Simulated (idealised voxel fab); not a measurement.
The following process module bears the name voxel air gaps.
Cross-section cut spans 270 nm and uses square cells 5 nm in size.
This document writes a cross-section as a grid whose cells are square, and gives it as bands, listed from the top down; one or more rows of cells form a band. Band: top and bottom heights (nm) first, top before bottom; then materials from left to right, widths in nm. "edge to edge" marks a sole material filling the band edge to edge. "empty" denotes empty space. The level at which height equals 0 is the one under which the wafer, as it arrives, is entirely one material. No lower edge exists for the bottom band, which continues downward and is notated as in "0 and below". Width "30->40": first value at the band's top row of cells, second value at its bottom row, equal change from row to row. Given "no modifications" for a step, no cell of the cross-section differs between before and after that step. So "Fully sealed cavities" is basically the list of trapped voids: any empty space of 8 cells or more that can't reach the top through an opening. They're written width x height at distance, the distance being from the left edge, and it's all nm. If you see something after the settings on a step's line, that's the simulator's own remark about that step. The optional step-line setting "overlay nm" applies to steps with a mask and quantifies how far to the right of its planned location the mask lay, a negative value indicating leftward placement.

-- The process steps that were planned are listed below
1 RECEIVE with material Si
2 CONFORMAL_DEP with material SiO2, thk nm 15
3 CONFORMAL_DEP with material SiN, thk nm 5
4 DIRECTIONAL_DEP with material lowk, thk nm 30
5 PATTERN with tone open, mask id LINES, material resist, width nm 25, pitch nm 50, thk nm 15, overlay nm 0
6 DIRECTIONAL_ETCH with etch materials lowk, depth nm 30
7 STRIP with etch materials resist
8 CONFORMAL_DEP with material TiN, thk nm 5
9 FILL_DEP with material Cu, thk nm 10
10 CMP with height nm 50
11 EPI with material Ru, thk nm 10
12 SELECTIVE_ETCH with etch materials lowk, depth nm 40
13 CONFORMAL_DEP with material SiCN, thk nm 5

-- Account of the first of two wafers, which was processed as intended

-- Incoming wafer in cross-section (state: after step 1)
  0 and below  Si edge to edge
  Fully sealed cavities: none

-- Wafer after step 2 (cross-section)
  15 down to 0  SiO2 edge to edge
  Everything below 0 is unchanged.

-- Wafer after step 3 (cross-section)
  20 down to 15  SiN edge to edge
  Everything below 15 is unchanged.

-- Wafer after step 4 (cross-section)
  50 down to 20  lowk edge to edge
  Everything below 20 is unchanged.

-- Wafer after step 5 (cross-section)
  65 down to 50  45 nm resist; 25 nm empty; 25 nm resist; 25 nm empty; 25 nm resist; 25 nm empty; 25 nm resist; 25 nm empty; 50 nm resist
  Everything below 50 is unchanged.

-- Wafer after step 6 (cross-section)
  65 down to 50  45 nm resist; 25 nm empty; 25 nm resist; 25 nm empty; 25 nm resist; 25 nm empty; 25 nm resist; 25 nm empty; 50 nm resist
  50 down to 20  45 nm lowk; 25 nm empty; 25 nm lowk; 25 nm empty; 25 nm lowk; 25 nm empty; 25 nm lowk; 25 nm empty; 50 nm lowk
  Everything below 20 is unchanged.

-- Wafer after step 7 (cross-section)
  50 down to 20  45 nm lowk; 25 nm empty; 25 nm lowk; 25 nm empty; 25 nm lowk; 25 nm empty; 25 nm lowk; 25 nm empty; 50 nm lowk
  Everything below 20 is unchanged.

-- Wafer after step 8 (cross-section)
  55 down to 50  50 nm TiN; 15 nm empty; 35 nm TiN; 15 nm empty; 35 nm TiN; 15 nm empty; 35 nm TiN; 15 nm empty; 55 nm TiN
  50 down to 25  45 nm lowk; 5 nm TiN; 15 nm empty; 5 nm TiN; 25 nm lowk; 5 nm TiN; 15 nm empty; 5 nm TiN; 25 nm lowk; 5 nm TiN; 15 nm empty; 5 nm TiN; 25 nm lowk; 5 nm TiN; 15 nm empty; 5 nm TiN; 50 nm lowk
  25 down to 20  45 nm lowk; 25 nm TiN; 25 nm lowk; 25 nm TiN; 25 nm lowk; 25 nm TiN; 25 nm lowk; 25 nm TiN; 50 nm lowk
  Everything below 20 is unchanged.

-- Wafer after step 9 (cross-section)
  65 down to 55  Cu edge to edge
  55 down to 50  50 nm TiN; 15 nm Cu; 35 nm TiN; 15 nm Cu; 35 nm TiN; 15 nm Cu; 35 nm TiN; 15 nm Cu; 55 nm TiN
  50 down to 25  45 nm lowk; 5 nm TiN; 15 nm Cu; 5 nm TiN; 25 nm lowk; 5 nm TiN; 15 nm Cu; 5 nm TiN; 25 nm lowk; 5 nm TiN; 15 nm Cu; 5 nm TiN; 25 nm lowk; 5 nm TiN; 15 nm Cu; 5 nm TiN; 50 nm lowk
  Everything below 25 is unchanged.

-- Wafer after step 10 (cross-section)
  50 down to 25  45 nm lowk; 5 nm TiN; 15 nm Cu; 5 nm TiN; 25 nm lowk; 5 nm TiN; 15 nm Cu; 5 nm TiN; 25 nm lowk; 5 nm TiN; 15 nm Cu; 5 nm TiN; 25 nm lowk; 5 nm TiN; 15 nm Cu; 5 nm TiN; 50 nm lowk
  Everything below 25 is unchanged.

-- Wafer after step 11 (cross-section)
  60 down to 50  35 nm empty; 45 nm Ru; 5 nm empty; 45 nm Ru; 5 nm empty; 45 nm Ru; 5 nm empty; 45 nm Ru; 40 nm empty
  Everything below 50 is unchanged.

-- Wafer after step 12 (cross-section)
  60 down to 50  35 nm empty; 45 nm Ru; 5 nm empty; 45 nm Ru; 5 nm empty; 45 nm Ru; 5 nm empty; 45 nm Ru; 40 nm empty
  50 down to 25  45 nm empty; 5 nm TiN; 15 nm Cu; 5 nm TiN; 25 nm empty; 5 nm TiN; 15 nm Cu; 5 nm TiN; 25 nm empty; 5 nm TiN; 15 nm Cu; 5 nm TiN; 25 nm empty; 5 nm TiN; 15 nm Cu; 5 nm TiN; 50 nm empty
  25 down to 20  45 nm empty; 25 nm TiN; 25 nm empty; 25 nm TiN; 25 nm empty; 25 nm TiN; 25 nm empty; 25 nm TiN; 50 nm empty
  Everything below 20 is unchanged.

-- Wafer after step 13 (cross-section)
  65 down to 60  30 nm empty; 205 nm SiCN; 35 nm empty
  60 down to 50  30 nm empty; 5 nm SiCN; 45 nm Ru; 5 nm SiCN; 45 nm Ru; 5 nm SiCN; 45 nm Ru; 5 nm SiCN; 45 nm Ru; 5 nm SiCN; 35 nm empty
  50 down to 45  30 nm empty; 15 nm SiCN; 5 nm TiN; 15 nm Cu; 5 nm TiN; 25 nm SiCN; 5 nm TiN; 15 nm Cu; 5 nm TiN; 25 nm SiCN; 5 nm TiN; 15 nm Cu; 5 nm TiN; 25 nm SiCN; 5 nm TiN; 15 nm Cu; 5 nm TiN; 15 nm SiCN; 35 nm empty
  45 down to 25  40 nm empty; 5 nm SiCN; 5 nm TiN; 15 nm Cu; 5 nm TiN; 5 nm SiCN; 15 nm empty; 5 nm SiCN; 5 nm TiN; 15 nm Cu; 5 nm TiN; 5 nm SiCN; 15 nm empty; 5 nm SiCN; 5 nm TiN; 15 nm Cu; 5 nm TiN; 5 nm SiCN; 15 nm empty; 5 nm SiCN; 5 nm TiN; 15 nm Cu; 5 nm TiN; 5 nm SiCN; 45 nm empty
  25 down to 20  45 nm SiCN; 25 nm TiN; 25 nm SiCN; 25 nm TiN; 25 nm SiCN; 25 nm TiN; 25 nm SiCN; 25 nm TiN; 50 nm SiCN
  Everything below 20 is unchanged.
  Fully sealed cavities: 15 x 20 at 75; 15 x 20 at 125; 15 x 20 at 175

-- Companion wafer, the second of two: same beginning, same intended sequence, one mistake in carrying it out; through step 9 inclusive it tracks the first exactly

Cross-section of the second wafer at the time step 10 of the plan should have ended: no modifications

-- Cross-section of the second wafer at the time step 11 of the plan should have ended
  75 down to 65  Ru edge to edge
  Everything below 65 is unchanged.

Cross-section of the second wafer at the time step 12 of the plan should have ended: no modifications

-- Cross-section of the second wafer at the time step 13 of the plan should have ended
  80 down to 75  SiCN edge to edge
  Everything below 75 is unchanged.
Error vs. plan: plan step 10 was not performed, having been skipped
Per the end-of-run cell counts, the second wafer holds more or fewer of some materials than the first: +120 Cu | +36 Ru | -84 SiCN | +42 TiN | +204 lowk
Wafer, first: 3 closed voids at end. Wafer, second: 0.
